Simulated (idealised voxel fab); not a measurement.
Name of the process module below: voxel capacitor over wiring
The cross-section on display is named cut; it measures 245 nm wide, and its cells are 5 nm squares.
This document writes a cross-section as a grid whose cells are square, and gives it as bands, listed from the top down; one or more rows of cells form a band.
For a band, the entry starts with two heights in nm, that of the top and then that of the bottom, and carries on with the band's materials in order from left to right, each alongside its width in nm; the word "throughout" beside a single material means it fills the band edge to edge, and "empty" means empty space.
All heights in this document are referenced to 0, defined as the level beneath which the wafer, as received, consists entirely of one material. The lowest band is not bounded below; it extends indefinitely downward and is written in the form "0 -> down".
Think of "30->40" as a width that walks from the first number to the second as you go down the band, top row to bottom row, taking equal-sized steps from row to row.
"no alterations made" (step): cross-section cells unchanged, all of them.
"Closed void roster" means: voids of 8 cells or more that are shut off from the top with no open way through. Written width x height at distance, distance from the left edge, in nm.
On each step's line, the part that comes after the settings is the simulator's own comment on the step.
overlay nm: mask right of planned place by this much (step with mask). Neg. = left.
Note on reading: below, each pair holds a cross-section from before one process step and one from after it; the one from after shows only down to the lowest band that changed. Beneath the pair, the step in between is stated along with its settings. The pairs can stem from different runs of this module on the same starting wafer. Where a pair's entry headed "Cross-section, before" says so, and only there, that pair continues from the pair above it.

Cross-section, before
* 95 -> 90 | SiO2 80 nm; TiN 25 nm; SiO2 140 nm
* 90 -> 85 | SiO2 80 nm; SiN 25 nm; SiO2 140 nm
* 85 -> 80 | SiO2 75 nm; TiN 60 nm; SiO2 110 nm
* 80 -> 75 | SiO2 75 nm; TiN 30 nm; SiN 30 nm; SiO2 110 nm
* 75 -> 65 | SiO2 70 nm; Ru 35 nm; TiN 35 nm; SiO2 105 nm
* 65 -> 45 | lowk 80 nm; Ru 15 nm; lowk 150 nm
* 45 -> 40 | SiCN 80 nm; Ru 15 nm; SiCN 150 nm
* 40 -> 20 | SiO2 65 nm; SiCN 5 nm; Ru 25 nm; SiCN 5 nm; SiO2 40 nm; SiCN 5 nm; Ru 25 nm; SiCN 5 nm; SiO2 70 nm
* 20 -> 15 | SiCN 70 nm; TiN 25 nm; SiCN 50 nm; TiN 25 nm; SiCN 75 nm
* 15 -> 0 | SiO2 throughout
* 0 -> down | Si throughout
* Closed void roster: none

Post-Step Geometry
* 100 -> 95 | TiN throughout
* Below 95, the layers are the same as they were.
* Closed void roster: none
The before and after cross-sections above differ by one step: CONFORMAL_DEP [material TiN] [thk nm 5]

Cross-section, before: as in the pair right above, post-step view.

Post-Step Geometry
* 110 -> 100 | Cu throughout
* Below 100, the layers are the same as they were.
* Closed void roster: none
The before and after cross-sections above differ by one step: FILL_DEP [material Cu] [thk nm 10]

Cross-section, before: as in the pair right above, post-step view.

Post-Step Geometry
* 95 -> 90 | SiO2 80 nm; TiN 25 nm; SiO2 140 nm
* Below 90, the layers are the same as they were.
* Closed void roster: none
The before and after cross-sections above differ by one step: CMP [height nm 95]

Cross-section, before: as in the pair right above, post-step view.

Post-Step Geometry
* 100 -> 95 | SiN throughout
* Below 95, the layers are the same as they were.
* Closed void roster: none
The before and after cross-sections above differ by one step: CONFORMAL_DEP [material SiN] [thk nm 5]

Cross-section, before
* 65 -> 60 | lowk 80 nm; empty 15 nm; lowk 150 nm
* 60 -> 45 | lowk 80 nm; Ru 15 nm; lowk 150 nm
* 45 -> 40 | SiCN 80 nm; Ru 15 nm; SiCN 150 nm
* 40 -> 20 | SiO2 65 nm; SiCN 5 nm; Ru 25 nm; SiCN 5 nm; SiO2 40 nm; SiCN 5 nm; Ru 25 nm; SiCN 5 nm; SiO2 70 nm
* 20 -> 15 | SiCN 70 nm; TiN 25 nm; SiCN 50 nm; TiN 25 nm; SiCN 75 nm
* 15 -> 0 | SiO2 throughout
* 0 -> down | Si throughout
* Closed void roster: none

Post-Step Geometry
* 75 -> 70 | TiN 80 nm; empty 15 nm; TiN 150 nm
* 70 -> 65 | TiN throughout
* 65 -> 60 | lowk 80 nm; TiN 15 nm; lowk 150 nm
* Below 60, the layers are the same as they were.
* Closed void roster: none
The before and after cross-sections above differ by one step: DIRECTIONAL_DEP [material TiN] [thk nm 10]

Cross-section, before: as in the pair right above, post-step view.

Post-Step Geometry
* 80 -> 75 | Ru 85 nm; empty 5 nm; Ru 155 nm
* 75 -> 70 | TiN 80 nm; Ru 15 nm; TiN 150 nm
* Below 70, the layers are the same as they were.
* Closed void roster: none
The before and after cross-sections above differ by one step: EPI [material Ru] [thk nm 5]

Cross-section, before: as in the pair right above, post-step view.

Post-Step Geometry
* 85 -> 80 | SiN 85 nm; empty 5 nm; SiN 155 nm
* 80 -> 75 | Ru 85 nm; SiN 5 nm; Ru 155 nm
* Below 75, the layers are the same as they were.
* Closed void roster: none
The before and after cross-sections above differ by one step: DIRECTIONAL_DEP [material SiN] [thk nm 5]

Cross-section, before: as in the pair right above, post-step view.

Post-Step Geometry
* 90 -> 85 | TiN 85 nm; empty 5 nm; TiN 155 nm
* 85 -> 80 | SiN 85 nm; TiN 5 nm; SiN 155 nm
* Below 80, the layers are the same as they were.
* Closed void roster: none
The before and after cross-sections above differ by one step: DIRECTIONAL_DEP [material TiN] [thk nm 5]

Cross-section, before: as in the pair right above, post-step view.

Post-Step Geometry
* 90 -> 85 | empty 80 nm; TiN 5 nm; empty 5 nm; TiN 45 nm; empty 110 nm
* Below 85, the layers are the same as they were.
* Closed void roster: none
The before and after cross-sections above differ by one step: MASKED_ETCH [tone cover] [mask id UPPER_PLATE] [width nm 55] [etch materials TiN] [depth nm 5] [overlay nm 0]

Cross-section, before: as in the pair right above, post-step view.

Post-Step Geometry
* 90 -> 85 | empty 80 nm; TiN 5 nm; empty 5 nm; TiN 45 nm; empty 110 nm
* 85 -> 80 | empty 80 nm; SiN 5 nm; TiN 5 nm; SiN 45 nm; empty 110 nm
* Below 80, the layers are the same as they were.
* Closed void roster: none
The before and after cross-sections above differ by one step: MASKED_ETCH [tone cover] [mask id UPPER_PLATE] [width nm 55] [etch materials SiN] [depth nm 5] [overlay nm 0]

Cross-section, before: as in the pair right above, post-step view.

Post-Step Geometry
* 105 -> 90 | SiO2 throughout
* 90 -> 85 | SiO2 80 nm; TiN 5 nm; SiO2 5 nm; TiN 45 nm; SiO2 110 nm
* 85 -> 80 | SiO2 80 nm; SiN 5 nm; TiN 5 nm; SiN 45 nm; SiO2 110 nm
* Below 80, the layers are the same as they were.
* Closed void roster: none
The before and after cross-sections above differ by one step: FILL_DEP [material SiO2] [thk nm 15]

Cross-section, before: as in the pair right above, post-step view.

Post-Step Geometry
* 95 -> 90 | SiO2 throughout
* Below 90, the layers are the same as they were.
* Closed void roster: none
The before and after cross-sections above differ by one step: CMP [height nm 95]

Cross-section, before: as in the pair right above, post-step view.

Post-Step Geometry
* 105 -> 95 | aC throughout
* Below 95, the layers are the same as they were.
* Closed void roster: none
The before and after cross-sections above differ by one step: DIRECTIONAL_DEP [material aC] [thk nm 10]

Cross-section, before: as in the pair right above, post-step view.

Post-Step Geometry
* 130 -> 105 | resist 90 nm; empty 15 nm; resist 140 nm
* Below 105, the layers are the same as they were.
* Closed void roster: none
The before and after cross-sections above differ by one step: PATTERN [tone open] [mask id PLUG_2] [material resist] [width nm 15] [thk nm 25] [overlay nm 0]

Cross-section, before: as in the pair right above, post-step view.

Post-Step Geometry
* 120 -> 105 | resist 90 nm; empty 15 nm; resist 140 nm
* 105 -> 95 | aC 90 nm; empty 15 nm; aC 140 nm
* Below 95, the layers are the same as they were.
* Closed void roster: none
The before and after cross-sections above differ by one step: DIRECTIONAL_ETCH [etch materials aC] [depth nm 10]

Cross-section, before: as in the pair right above, post-step view.

Post-Step Geometry
* 105 -> 95 | aC 90 nm; empty 15 nm; aC 140 nm
* Below 95, the layers are the same as they were.
* Closed void roster: none
The before and after cross-sections above differ by one step: STRIP [etch materials resist]

Cross-section, before: as in the pair right above, post-step view.

Post-Step Geometry
* 105 -> 95 | aC 90 nm; empty 15 nm; aC 140 nm
* 95 -> 90 | SiO2 90 nm; empty 15 nm; SiO2 140 nm
* Below 90, the layers are the same as they were.
* Closed void roster: none
The before and after cross-sections above differ by one step: DIRECTIONAL_ETCH [etch materials SiO2] [depth nm 10]

Cross-section, before: as in the pair right above, post-step view.

Post-Step Geometry
* 95 -> 90 | SiO2 90 nm; empty 15 nm; SiO2 140 nm
* Below 90, the layers are the same as they were.
* Closed void roster: none
The before and after cross-sections above differ by one step: STRIP [etch materials aC]

Cross-section, before: as in the pair right above, post-step view.

Post-Step Geometry
* 100 -> 95 | TiN 95 nm; empty 5 nm; TiN 145 nm
* 95 -> 90 | SiO2 90 nm; TiN 15 nm; SiO2 140 nm
* Below 90, the layers are the same as they were.
* Closed void roster: none
The before and after cross-sections above differ by one step: CONFORMAL_DEP [material TiN] [thk nm 5]

Cross-section, before: as in the pair right above, post-step view.

Post-Step Geometry
* 110 -> 100 | Cu throughout
* 100 -> 95 | TiN 95 nm; Cu 5 nm; TiN 145 nm
* Below 95, the layers are the same as they were.
* Closed void roster: none
The before and after cross-sections above differ by one step: FILL_DEP [material Cu] [thk nm 10]

Cross-section, before: as in the pair right above, post-step view.

Post-Step Geometry
* 95 -> 90 | SiO2 90 nm; TiN 15 nm; SiO2 140 nm
* Below 90, the layers are the same as they were.
* Closed void roster: none
The before and after cross-sections above differ by one step: CMP [height nm 95]

Cross-section, before: as in the pair right above, post-step view.

Post-Step Geometry
* 100 -> 95 | SiN throughout
* Below 95, the layers are the same as they were.
* Closed void roster: none
The before and after cross-sections above differ by one step: CONFORMAL_DEP [material SiN] [thk nm 5]

Cross-section, before
* 0 -> down | Si throughout
* Closed void roster: none

Post-Step Geometry
* 10 -> 0 | SiO2 throughout
* Below 0, the layers are the same as they were.
* Closed void roster: none
The before and after cross-sections above differ by one step: CONFORMAL_DEP [material SiO2] [thk nm 10]

Cross-section, before: as in the pair right above, post-step view.

Post-Step Geometry
* 15 -> 10 | TiN throughout
* Below 10, the layers are the same as they were.
* Closed void roster: none
The before and after cross-sections above differ by one step: DIRECTIONAL_DEP [material TiN] [thk nm 5]

Cross-section, before: as in the pair right above, post-step view.

Post-Step Geometry
* 35 -> 15 | Ru throughout
* Below 15, the layers are the same as they were.
* Closed void roster: none
The before and after cross-sections above differ by one step: DIRECTIONAL_DEP [material Ru] [thk nm 20]

Cross-section, before: as in the pair right above, post-step view.

Post-Step Geometry
* 55 -> 35 | empty 70 nm; resist 25 nm; empty 50 nm; resist 25 nm; empty 75 nm
* Below 35, the layers are the same as they were.
* Closed void roster: none
The before and after cross-sections above differ by one step: PATTERN [tone cover] [mask id METAL_1] [material resist] [width nm 25] [pitch nm 75] [thk nm 20] [overlay nm 0]

Cross-section, before: as in the pair right above, post-step view.

Post-Step Geometry
* 55 -> 35 | empty 70 nm; resist 25 nm; empty 50 nm; resist 25 nm; empty 75 nm
* 35 -> 15 | empty 70 nm; Ru 25 nm; empty 50 nm; Ru 25 nm; empty 75 nm
* Below 15, the layers are the same as they were.
* Closed void roster: none
The before and after cross-sections above differ by one step: DIRECTIONAL_ETCH [etch materials Ru] [depth nm 20]

Cross-section, before: as in the pair right above, post-step view.

Post-Step Geometry
* 55 -> 35 | empty 70 nm; resist 25 nm; empty 50 nm; resist 25 nm; empty 75 nm
* 35 -> 15 | empty 70 nm; Ru 25 nm; empty 50 nm; Ru 25 nm; empty 75 nm
* 15 -> 10 | empty 70 nm; TiN 25 nm; empty 50 nm; TiN 25 nm; empty 75 nm
* Below 10, the layers are the same as they were.
* Closed void roster: none
The before and after cross-sections above differ by one step: DIRECTIONAL_ETCH [etch materials TiN] [depth nm 5]

Cross-section, before: as in the pair right above, post-step view.

Post-Step Geometry
* 35 -> 15 | empty 70 nm; Ru 25 nm; empty 50 nm; Ru 25 nm; empty 75 nm
* Below 15, the layers are the same as they were.
* Closed void roster: none
The before and after cross-sections above differ by one step: STRIP [etch materials resist]

Cross-section, before: as in the pair right above, post-step view.

Post-Step Geometry
* 40 -> 35 | empty 65 nm; SiCN 35 nm; empty 40 nm; SiCN 35 nm; empty 70 nm
* 35 -> 15 | empty 65 nm; SiCN 5 nm; Ru 25 nm; SiCN 5 nm; empty 40 nm; SiCN 5 nm; Ru 25 nm; SiCN 5 nm; empty 70 nm
* 15 -> 10 | SiCN 70 nm; TiN 25 nm; SiCN 50 nm; TiN 25 nm; SiCN 75 nm
* Below 10, the layers are the same as they were.
* Closed void roster: none
The before and after cross-sections above differ by one step: CONFORMAL_DEP [material SiCN] [thk nm 5]

Cross-section, before: as in the pair right above, post-step view.

Post-Step Geometry
* 50 -> 40 | SiO2 throughout
* 40 -> 35 | SiO2 65 nm; SiCN 35 nm; SiO2 40 nm; SiCN 35 nm; SiO2 70 nm
* 35 -> 15 | SiO2 65 nm; SiCN 5 nm; Ru 25 nm; SiCN 5 nm; SiO2 40 nm; SiCN 5 nm; Ru 25 nm; SiCN 5 nm; SiO2 70 nm
* Below 15, the layers are the same as they were.
* Closed void roster: none
The before and after cross-sections above differ by one step: FILL_DEP [material SiO2] [thk nm 10]

Cross-section, before: as in the pair right above, post-step view.

Post-Step Geometry
* 40 -> 35 | SiO2 65 nm; SiCN 35 nm; SiO2 40 nm; SiCN 35 nm; SiO2 70 nm
* Below 35, the layers are the same as they were.
* Closed void roster: none
The before and after cross-sections above differ by one step: CMP [height nm 40]

Cross-section, before: as in the pair right above, post-step view.

Post-Step Geometry
* 45 -> 40 | SiCN throughout
* Below 40, the layers are the same as they were.
* Closed void roster: none
The before and after cross-sections above differ by one step: CONFORMAL_DEP [material SiCN] [thk nm 5]

Cross-section, before: as in the pair right above, post-step view.

Post-Step Geometry
* 65 -> 45 | lowk throughout
* Below 45, the layers are the same as they were.
* Closed void roster: none
The before and after cross-sections above differ by one step: DIRECTIONAL_DEP [material lowk] [thk nm 20]

Cross-section, before: as in the pair right above, post-step view.

Post-Step Geometry
* 65 -> 45 | lowk 80 nm; empty 15 nm; lowk 150 nm
* Below 45, the layers are the same as they were.
* Closed void roster: none
The before and after cross-sections above differ by one step: MASKED_ETCH [tone open] [mask id PLUG_1] [width nm 15] [etch materials lowk] [depth nm 20] [overlay nm 0]

Cross-section, before: as in the pair right above, post-step view.

Post-Step Geometry
* 65 -> 45 | lowk 80 nm; empty 15 nm; lowk 150 nm
* 45 -> 40 | SiCN 80 nm; empty 15 nm; SiCN 150 nm
* Below 40, the layers are the same as they were.
* Closed void roster: none
The before and after cross-sections above differ by one step: MASKED_ETCH [tone open] [mask id PLUG_1] [width nm 15] [etch materials SiCN] [depth nm 5] [overlay nm 0]

Cross-section, before: as in the pair right above, post-step view.

Post-Step Geometry
* 75 -> 65 | TiN 80 nm; empty 15 nm; TiN 150 nm
* 65 -> 50 | lowk 80 nm; empty 15 nm; lowk 150 nm
* 50 -> 45 | lowk 80 nm; TiN 15 nm; lowk 150 nm
* 45 -> 40 | SiCN 80 nm; TiN 15 nm; SiCN 150 nm
* Below 40, the layers are the same as they were.
* Closed void roster: none
The before and after cross-sections above differ by one step: DIRECTIONAL_DEP [material TiN] [thk nm 10]

Cross-section, before: as in the pair right above, post-step view.

Post-Step Geometry
* 80 -> 75 | SiN 80 nm; empty 15 nm; SiN 150 nm
* 75 -> 65 | TiN 80 nm; empty 15 nm; TiN 150 nm
* 65 -> 55 | lowk 80 nm; empty 15 nm; lowk 150 nm
* 55 -> 50 | lowk 80 nm; SiN 15 nm; lowk 150 nm
* Below 50, the layers are the same as they were.
* Closed void roster: none
The before and after cross-sections above differ by one step: DIRECTIONAL_DEP [material SiN] [thk nm 5]

Cross-section, before: as in the pair right above, post-step view.

Post-Step Geometry
* 85 -> 80 | TiN 80 nm; empty 15 nm; TiN 150 nm
* 80 -> 75 | SiN 80 nm; empty 15 nm; SiN 150 nm
* 75 -> 65 | TiN 80 nm; empty 15 nm; TiN 150 nm
* 65 -> 60 | lowk 80 nm; empty 15 nm; lowk 150 nm
* 60 -> 55 | lowk 80 nm; TiN 15 nm; lowk 150 nm
* Below 55, the layers are the same as they were.
* Closed void roster: none
The before and after cross-sections above differ by one step: DIRECTIONAL_DEP [material TiN] [thk nm 5]

Cross-section, before: as in the pair right above, post-step view.

Post-Step Geometry
* 85 -> 80 | empty 95 nm; TiN 40 nm; empty 110 nm
* Below 80, the layers are the same as they were.
* Closed void roster: none
The before and after cross-sections above differ by one step: MASKED_ETCH [tone cover] [mask id UPPER_PLATE] [width nm 55] [etch materials TiN] [depth nm 5] [overlay nm 0]

Cross-section, before: as in the pair right above, post-step view.

Post-Step Geometry
* 85 -> 80 | empty 95 nm; TiN 40 nm; empty 110 nm
* 80 -> 75 | empty 95 nm; SiN 40 nm; empty 110 nm
* Below 75, the layers are the same as they were.
* Closed void roster: none
The before and after cross-sections above differ by one step: MASKED_ETCH [tone cover] [mask id UPPER_PLATE] [width nm 55] [etch materials SiN] [depth nm 5] [overlay nm 0]

Cross-section, before: as in the pair right above, post-step view.

Post-Step Geometry
* 85 -> 80 | empty 95 nm; TiN 40 nm; empty 110 nm
* 80 -> 75 | empty 95 nm; SiN 40 nm; empty 110 nm
* 75 -> 65 | empty 75 nm; TiN 5 nm; empty 15 nm; TiN 45 nm; empty 105 nm
* Below 65, the layers are the same as they were.
* Closed void roster: none
The before and after cross-sections above differ by one step: MASKED_ETCH [tone cover] [mask id LOWER_PLATE] [width nm 65] [etch materials TiN] [depth nm 10] [overlay nm 0]

Cross-section, before: as in the pair right above, post-step view.

Post-Step Geometry
* 100 -> 85 | SiO2 throughout
* 85 -> 80 | SiO2 95 nm; TiN 40 nm; SiO2 110 nm
* 80 -> 75 | SiO2 95 nm; SiN 40 nm; SiO2 110 nm
* 75 -> 65 | SiO2 75 nm; TiN 5 nm; SiO2 15 nm; TiN 45 nm; SiO2 105 nm
* 65 -> 60 | lowk 80 nm; SiO2 15 nm; lowk 150 nm
* Below 60, the layers are the same as they were.
* Closed void roster: none
The before and after cross-sections above differ by one step: FILL_DEP [material SiO2] [thk nm 15]

Cross-section, before: as in the pair right above, post-step view.

Post-Step Geometry
* 95 -> 85 | SiO2 throughout
* Below 85, the layers are the same as they were.
* Closed void roster: none
The before and after cross-sections above differ by one step: CMP [height nm 95]

Cross-section, before: as in the pair right above, post-step view.

Post-Step Geometry
* 105 -> 95 | aC throughout
* Below 95, the layers are the same as they were.
* Closed void roster: none
The before and after cross-sections above differ by one step: DIRECTIONAL_DEP [material aC] [thk nm 10]

Cross-section, before: as in the pair right above, post-step view.

Post-Step Geometry
* 130 -> 105 | resist 90 nm; empty 15 nm; resist 140 nm
* Below 105, the layers are the same as they were.
* Closed void roster: none
The before and after cross-sections above differ by one step: PATTERN [tone open] [mask id PLUG_2] [material resist] [width nm 15] [thk nm 25] [overlay nm 0]

Cross-section, before: as in the pair right above, post-step view.

Post-Step Geometry
* 120 -> 105 | resist 90 nm; empty 15 nm; resist 140 nm
* 105 -> 95 | aC 90 nm; empty 15 nm; aC 140 nm
* Below 95, the layers are the same as they were.
* Closed void roster: none
The before and after cross-sections above differ by one step: DIRECTIONAL_ETCH [etch materials aC] [depth nm 10]

Cross-section, before: as in the pair right above, post-step view.

Post-Step Geometry
* 105 -> 95 | aC 90 nm; empty 15 nm; aC 140 nm
* Below 95, the layers are the same as they were.
* Closed void roster: none
The before and after cross-sections above differ by one step: STRIP [etch materials resist]

Cross-section, before: as in the pair right above, post-step view.

Post-Step Geometry
* 105 -> 95 | aC 90 nm; empty 15 nm; aC 140 nm
* 95 -> 85 | SiO2 90 nm; empty 15 nm; SiO2 140 nm
* Below 85, the layers are the same as they were.
* Closed void roster: none
The before and after cross-sections above differ by one step: DIRECTIONAL_ETCH [etch materials SiO2] [depth nm 10]

Cross-section, before: as in the pair right above, post-step view.

Post-Step Geometry
* 95 -> 85 | SiO2 90 nm; empty 15 nm; SiO2 140 nm
* Below 85, the layers are the same as they were.
* Closed void roster: none
The before and after cross-sections above differ by one step: STRIP [etch materials aC]

Cross-section, before: as in the pair right above, post-step view.

Post-Step Geometry
* 100 -> 95 | TiN 95 nm; empty 5 nm; TiN 145 nm
* 95 -> 90 | SiO2 90 nm; TiN 5 nm; empty 5 nm; TiN 5 nm; SiO2 140 nm
* 90 -> 80 | SiO2 90->95 nm; TiN 15->40 nm; SiO2 140->110 nm
* Below 80, the layers are the same as they were.
* Closed void roster: none
The before and after cross-sections above differ by one step: CONFORMAL_DEP [material TiN] [thk nm 5]

Cross-section, before: as in the pair right above, post-step view.

Post-Step Geometry
* 110 -> 100 | Cu throughout
* 100 -> 95 | TiN 95 nm; Cu 5 nm; TiN 145 nm
* 95 -> 90 | SiO2 90 nm; TiN 5 nm; Cu 5 nm; TiN 5 nm; SiO2 140 nm
* Below 90, the layers are the same as they were.
* Closed void roster: none
The before and after cross-sections above differ by one step: FILL_DEP [material Cu] [thk nm 10]

Cross-section, before: as in the pair right above, post-step view.

Post-Step Geometry
* 95 -> 90 | SiO2 90 nm; TiN 5 nm; Cu 5 nm; TiN 5 nm; SiO2 140 nm
* Below 90, the layers are the same as they were.
* Closed void roster: none
The before and after cross-sections above differ by one step: CMP [height nm 95]

Cross-section, before: as in the pair right above, post-step view.

Post-Step Geometry
* 100 -> 95 | SiN throughout
* Below 95, the layers are the same as they were.
* Closed void roster: none
The before and after cross-sections above differ by one step: CONFORMAL_DEP [material SiN] [thk nm 5]

Cross-section, before
* 105 -> 95 | aC throughout
* 95 -> 85 | SiO2 throughout
* 85 -> 80 | SiO2 80 nm; TiN 55 nm; SiO2 110 nm
* 80 -> 75 | SiO2 80 nm; SiN 55 nm; SiO2 110 nm
* 75 -> 65 | SiO2 75 nm; TiN 65 nm; SiO2 105 nm
* 65 -> 45 | lowk 80 nm; Ru 15 nm; lowk 150 nm
* 45 -> 40 | SiCN 80 nm; Ru 15 nm; SiCN 150 nm
* 40 -> 20 | SiO2 65 nm; SiCN 5 nm; Ru 25 nm; SiCN 5 nm; SiO2 40 nm; SiCN 5 nm; Ru 25 nm; SiCN 5 nm; SiO2 70 nm
* 20 -> 15 | SiCN 70 nm; TiN 25 nm; SiCN 50 nm; TiN 25 nm; SiCN 75 nm
* 15 -> 0 | SiO2 throughout
* 0 -> down | Si throughout
* Closed void roster: none

Post-Step Geometry
* 130 -> 105 | resist 90 nm; empty 20 nm; resist 135 nm
* Below 105, the layers are the same as they were.
* Closed void roster: none
The before and after cross-sections above differ by one step: PATTERN [tone open] [mask id PLUG_2] [material resist] [width nm 20] [thk nm 25] [overlay nm 0]

Cross-section, before: as in the pair right above, post-step view.

Post-Step Geometry
* 120 -> 105 | resist 90 nm; empty 20 nm; resist 135 nm
* 105 -> 95 | aC 90 nm; empty 20 nm; aC 135 nm
* Below 95, the layers are the same as they were.
* Closed void roster: none
The before and after cross-sections above differ by one step: DIRECTIONAL_ETCH [etch materials aC] [depth nm 10]

Cross-section, before: as in the pair right above, post-step view.

Post-Step Geometry
* 105 -> 95 | aC 90 nm; empty 20 nm; aC 135 nm
* Below 95, the layers are the same as they were.
* Closed void roster: none
The before and after cross-sections above differ by one step: STRIP [etch materials resist]

Cross-section, before: as in the pair right above, post-step view.

Post-Step Geometry
* 105 -> 95 | aC 90 nm; empty 20 nm; aC 135 nm
* 95 -> 85 | SiO2 90 nm; empty 20 nm; SiO2 135 nm
* Below 85, the layers are the same as they were.
* Closed void roster: none
The before and after cross-sections above differ by one step: DIRECTIONAL_ETCH [etch materials SiO2] [depth nm 10]

Cross-section, before: as in the pair right above, post-step view.

Post-Step Geometry
* 95 -> 85 | SiO2 90 nm; empty 20 nm; SiO2 135 nm
* Below 85, the layers are the same as they were.
* Closed void roster: none
The before and after cross-sections above differ by one step: STRIP [etch materials aC]

Cross-section, before: as in the pair right above, post-step view.

Post-Step Geometry
* 100 -> 95 | TiN 95 nm; empty 10 nm; TiN 140 nm
* 95 -> 90 | SiO2 90 nm; TiN 5 nm; empty 10 nm; TiN 5 nm; SiO2 135 nm
* 90 -> 80 | SiO2 90->80 nm; TiN 20->55 nm; SiO2 135->110 nm
* Below 80, the layers are the same as they were.
* Closed void roster: none
The before and after cross-sections above differ by one step: CONFORMAL_DEP [material TiN] [thk nm 5]

Cross-section, before: as in the pair right above, post-step view.

Post-Step Geometry
* 110 -> 100 | Cu throughout
* 100 -> 95 | TiN 95 nm; Cu 10 nm; TiN 140 nm
* 95 -> 90 | SiO2 90 nm; TiN 5 nm; Cu 10 nm; TiN 5 nm; SiO2 135 nm
* Below 90, the layers are the same as they were.
* Closed void roster: none
The before and after cross-sections above differ by one step: FILL_DEP [material Cu] [thk nm 10]

Cross-section, before: as in the pair right above, post-step view.

Post-Step Geometry
* 95 -> 90 | SiO2 90 nm; TiN 5 nm; Cu 10 nm; TiN 5 nm; SiO2 135 nm
* Below 90, the layers are the same as they were.
* Closed void roster: none
The before and after cross-sections above differ by one step: CMP [height nm 95]

Cross-section, before: as in the pair right above, post-step view.

Post-Step Geometry
* 100 -> 95 | SiN throughout
* Below 95, the layers are the same as they were.
* Closed void roster: none
The before and after cross-sections above differ by one step: CONFORMAL_DEP [material SiN] [thk nm 5]

Cross-section, before
* 65 -> 45 | lowk 80 nm; empty 15 nm; lowk 150 nm
* 45 -> 40 | SiCN throughout
* 40 -> 20 | SiO2 65 nm; SiCN 5 nm; Ru 25 nm; SiCN 5 nm; SiO2 40 nm; SiCN 5 nm; Ru 25 nm; SiCN 5 nm; SiO2 70 nm
* 20 -> 15 | SiCN 70 nm; TiN 25 nm; SiCN 50 nm; TiN 25 nm; SiCN 75 nm
* 15 -> 0 | SiO2 throughout
* 0 -> down | Si throughout
* Closed void roster: none

Post-Step Geometry
* 65 -> 45 | lowk 80 nm; empty 15 nm; lowk 150 nm
* 45 -> 40 | SiCN 80 nm; empty 10 nm; SiCN 155 nm
* Below 40, the layers are the same as they were.
* Closed void roster: none
The before and after cross-sections above differ by one step: MASKED_ETCH [tone open] [mask id PLUG_1] [width nm 15] [etch materials SiCN] [depth nm 5] [overlay nm -5]

Cross-section, before: as in the pair right above, post-step view.

Post-Step Geometry
* 65 -> 50 | lowk 80 nm; empty 15 nm; lowk 150 nm
* 50 -> 45 | lowk 80 nm; Ru 15 nm; lowk 150 nm
* 45 -> 40 | SiCN 80 nm; Ru 10 nm; SiCN 155 nm
* Below 40, the layers are the same as they were.
* Closed void roster: none
The before and after cross-sections above differ by one step: EPI [material Ru] [thk nm 10]

Cross-section, before: as in the pair right above, post-step view.

Post-Step Geometry
* 65 -> 60 | lowk 80 nm; empty 15 nm; lowk 150 nm
* 60 -> 45 | lowk 80 nm; Ru 15 nm; lowk 150 nm
* Below 45, the layers are the same as they were.
* Closed void roster: none
The before and after cross-sections above differ by one step: EPI [material Ru] [thk nm 10]

Cross-section, before: as in the pair right above, post-step view.

Post-Step Geometry
* 65 -> 45 | lowk 80 nm; Ru 15 nm; lowk 150 nm
* Below 45, the layers are the same as they were.
* Closed void roster: none
The before and after cross-sections above differ by one step: EPI [material Ru] [thk nm 5]

Cross-section, before: as in the pair right above, post-step view.

Post-Step Geometry
* 75 -> 65 | TiN throughout
* Below 65, the layers are the same as they were.
* Closed void roster: none
The before and after cross-sections above differ by one step: DIRECTIONAL_DEP [material TiN] [thk nm 10]

Cross-section, before: as in the pair right above, post-step view.

Post-Step Geometry
* 80 -> 75 | SiN throughout
* Below 75, the layers are the same as they were.
* Closed void roster: none
The before and after cross-sections above differ by one step: DIRECTIONAL_DEP [material SiN] [thk nm 5]

Cross-section, before: as in the pair right above, post-step view.

Post-Step Geometry
* 85 -> 80 | TiN throughout
* Below 80, the layers are the same as they were.
* Closed void roster: none
The before and after cross-sections above differ by one step: DIRECTIONAL_DEP [material TiN] [thk nm 5]

Cross-section, before: as in the pair right above, post-step view.

Post-Step Geometry
* 85 -> 80 | empty 80 nm; TiN 55 nm; empty 110 nm
* Below 80, the layers are the same as they were.
* Closed void roster: none
The before and after cross-sections above differ by one step: MASKED_ETCH [tone cover] [mask id UPPER_PLATE] [width nm 55] [etch materials TiN] [depth nm 5] [overlay nm 0]

Cross-section, before: as in the pair right above, post-step view.

Post-Step Geometry
* 85 -> 80 | empty 80 nm; TiN 55 nm; empty 110 nm
* 80 -> 75 | empty 80 nm; SiN 55 nm; empty 110 nm
* Below 75, the layers are the same as they were.
* Closed void roster: none
The before and after cross-sections above differ by one step: MASKED_ETCH [tone cover] [mask id UPPER_PLATE] [width nm 55] [etch materials SiN] [depth nm 5] [overlay nm 0]

Cross-section, before: as in the pair right above, post-step view.

Post-Step Geometry
* 85 -> 80 | empty 80 nm; TiN 55 nm; empty 110 nm
* 80 -> 75 | empty 80 nm; SiN 55 nm; empty 110 nm
* 75 -> 65 | empty 75 nm; TiN 65 nm; empty 105 nm
* Below 65, the layers are the same as they were.
* Closed void roster: none
The before and after cross-sections above differ by one step: MASKED_ETCH [tone cover] [mask id LOWER_PLATE] [width nm 65] [etch materials TiN] [depth nm 10] [overlay nm 0]

Cross-section, before: as in the pair right above, post-step view.

Post-Step Geometry
* 100 -> 85 | SiO2 throughout
* 85 -> 80 | SiO2 80 nm; TiN 55 nm; SiO2 110 nm
* 80 -> 75 | SiO2 80 nm; SiN 55 nm; SiO2 110 nm
* 75 -> 65 | SiO2 75 nm; TiN 65 nm; SiO2 105 nm
* Below 65, the layers are the same as they were.
* Closed void roster: none
The before and after cross-sections above differ by one step: FILL_DEP [material SiO2] [thk nm 15]

Cross-section, before: as in the pair right above, post-step view.

Post-Step Geometry
* 95 -> 85 | SiO2 throughout
* Below 85, the layers are the same as they were.
* Closed void roster: none
The before and after cross-sections above differ by one step: CMP [height nm 95]

Cross-section, before: as in the pair right above, post-step view.

Post-Step Geometry
* 105 -> 95 | aC throughout
* Below 95, the layers are the same as they were.
* Closed void roster: none
The before and after cross-sections above differ by one step: DIRECTIONAL_DEP [material aC] [thk nm 10]

Cross-section, before: as in the pair right above, post-step view.

Post-Step Geometry
* 130 -> 105 | resist 90 nm; empty 15 nm; resist 140 nm
* Below 105, the layers are the same as they were.
* Closed void roster: none
The before and after cross-sections above differ by one step: PATTERN [tone open] [mask id PLUG_2] [material resist] [width nm 15] [thk nm 25] [overlay nm 0]
